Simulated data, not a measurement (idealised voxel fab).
process module | voxel trench capacitor
cross-section cut | 255 nm wide | cells 5 nm
A cross-section is a grid of square cells, given in bands from the top down. A band is one or more rows of cells.
Each band's line starts with the height of the band's top and of its bottom, in nm. Then come its materials from left to right, each with its width in nm. One material with "throughout" fills the band from edge to edge. "air" is empty space.
Height 0 is the level under which the wafer as received is all one material. The lowest band goes on downwards, as in "0 down".
A width such as "30 to 40" changes by the same amount from each row of cells to the next, from the band's top row to its bottom row.
"no change" after a step means that no cell of the cross-section changed.
closed voids: empty space of 8 cells or more with no open way to the top, each as width x height at its distance from the left edge, in nm
after a step's settings: what the simulator itself notes on the step
overlay nm, on a step with a mask: how far to the right of its planned place the mask lay; to the left if negative
plan
1 op RECEIVE | material Si
2 op CONFORMAL_DEP | material SiN | thk nm 5
3 op PATTERN | tone open | mask id TRENCH | material resist | width nm 25 | pitch nm 40 | thk nm 20 | overlay nm 0
4 op DIRECTIONAL_ETCH | etch materials SiN | depth nm 5
5 op DIRECTIONAL_ETCH | etch materials Si | depth nm 30
6 op STRIP | etch materials resist
7 op CONFORMAL_DEP | material HfO2 | thk nm 5
8 op CONFORMAL_DEP | material TiN | thk nm 5
9 op FILL_DEP | material W | thk nm 5
10 op CMP | height nm 5
first wafer, as planned
as received, after step 1
  0 down: Si throughout
  closed voids: none
after step 2
  5 to 0: SiN throughout
  below 0: unchanged
after step 3
  25 to 5: resist 95 | air 25 | resist 15 | air 25 | resist 95
  below 5: unchanged
after step 4
  25 to 5: resist 95 | air 25 | resist 15 | air 25 | resist 95
  5 to 0: SiN 95 | air 25 | SiN 15 | air 25 | SiN 95
  below 0: unchanged
after step 5
  25 to 5: resist 95 | air 25 | resist 15 | air 25 | resist 95
  5 to 0: SiN 95 | air 25 | SiN 15 | air 25 | SiN 95
  0 to -30: Si 95 | air 25 | Si 15 | air 25 | Si 95
  below -30: unchanged
after step 6
  5 to 0: SiN 95 | air 25 | SiN 15 | air 25 | SiN 95
  below 0: unchanged
after step 7
  10 to 5: HfO2 100 | air 15 | HfO2 25 | air 15 | HfO2 100
  5 to 0: SiN 95 | HfO2 5 | air 15 | HfO2 5 | SiN 15 | HfO2 5 | air 15 | HfO2 5 | SiN 95
  0 to -25: Si 95 | HfO2 5 | air 15 | HfO2 5 | Si 15 | HfO2 5 | air 15 | HfO2 5 | Si 95
  -25 to -30: Si 95 | HfO2 25 | Si 15 | HfO2 25 | Si 95
  below -30: unchanged
after step 8
  15 to 10: TiN 105 | air 5 | TiN 35 | air 5 | TiN 105
  10 to 5: HfO2 100 | TiN 5 | air 5 | TiN 5 | HfO2 25 | TiN 5 | air 5 | TiN 5 | HfO2 100
  5 to 0: SiN 95 | HfO2 5 | TiN 5 | air 5 | TiN 5 | HfO2 5 | SiN 15 | HfO2 5 | TiN 5 | air 5 | TiN 5 | HfO2 5 | SiN 95
  0 to -20: Si 95 | HfO2 5 | TiN 5 | air 5 | TiN 5 | HfO2 5 | Si 15 | HfO2 5 | TiN 5 | air 5 | TiN 5 | HfO2 5 | Si 95
  -20 to -25: Si 95 | HfO2 5 | TiN 15 | HfO2 5 | Si 15 | HfO2 5 | TiN 15 | HfO2 5 | Si 95
  below -25: unchanged
after step 9
  20 to 15: W throughout
  15 to 10: TiN 105 | W 5 | TiN 35 | W 5 | TiN 105
  10 to 5: HfO2 100 | TiN 5 | W 5 | TiN 5 | HfO2 25 | TiN 5 | W 5 | TiN 5 | HfO2 100
  5 to 0: SiN 95 | HfO2 5 | TiN 5 | W 5 | TiN 5 | HfO2 5 | SiN 15 | HfO2 5 | TiN 5 | W 5 | TiN 5 | HfO2 5 | SiN 95
  0 to -20: Si 95 | HfO2 5 | TiN 5 | W 5 | TiN 5 | HfO2 5 | Si 15 | HfO2 5 | TiN 5 | W 5 | TiN 5 | HfO2 5 | Si 95
  below -20: unchanged
after step 10
  5 to 0: SiN 95 | HfO2 5 | TiN 5 | W 5 | TiN 5 | HfO2 5 | SiN 15 | HfO2 5 | TiN 5 | W 5 | TiN 5 | HfO2 5 | SiN 95
  below 0: unchanged
second wafer: like start, like plan, one mistake. Through step 6 it matches the first wafer
when step 7 should have ended: no change
when step 8 should have ended
  10 to 5: TiN 100 | air 15 | TiN 25 | air 15 | TiN 100
  5 to 0: SiN 95 | TiN 5 | air 15 | TiN 5 | SiN 15 | TiN 5 | air 15 | TiN 5 | SiN 95
  0 to -25: Si 95 | TiN 5 | air 15 | TiN 5 | Si 15 | TiN 5 | air 15 | TiN 5 | Si 95
  -25 to -30: Si 95 | TiN 25 | Si 15 | TiN 25 | Si 95
  below -30: unchanged
when step 9 should have ended
  15 to 10: W throughout
  10 to 5: TiN 100 | W 15 | TiN 25 | W 15 | TiN 100
  5 to 0: SiN 95 | TiN 5 | W 15 | TiN 5 | SiN 15 | TiN 5 | W 15 | TiN 5 | SiN 95
  0 to -25: Si 95 | TiN 5 | W 15 | TiN 5 | Si 15 | TiN 5 | W 15 | TiN 5 | Si 95
  below -25: unchanged
when step 10 should have ended
  5 to 0: SiN 95 | TiN 5 | W 15 | TiN 5 | SiN 15 | TiN 5 | W 15 | TiN 5 | SiN 95
  below 0: unchanged
what went wrong: step 7 was left out
at the end the second wafer has, in cells: 34 fewer of HfO2 | 8 more of TiN | 26 more of W
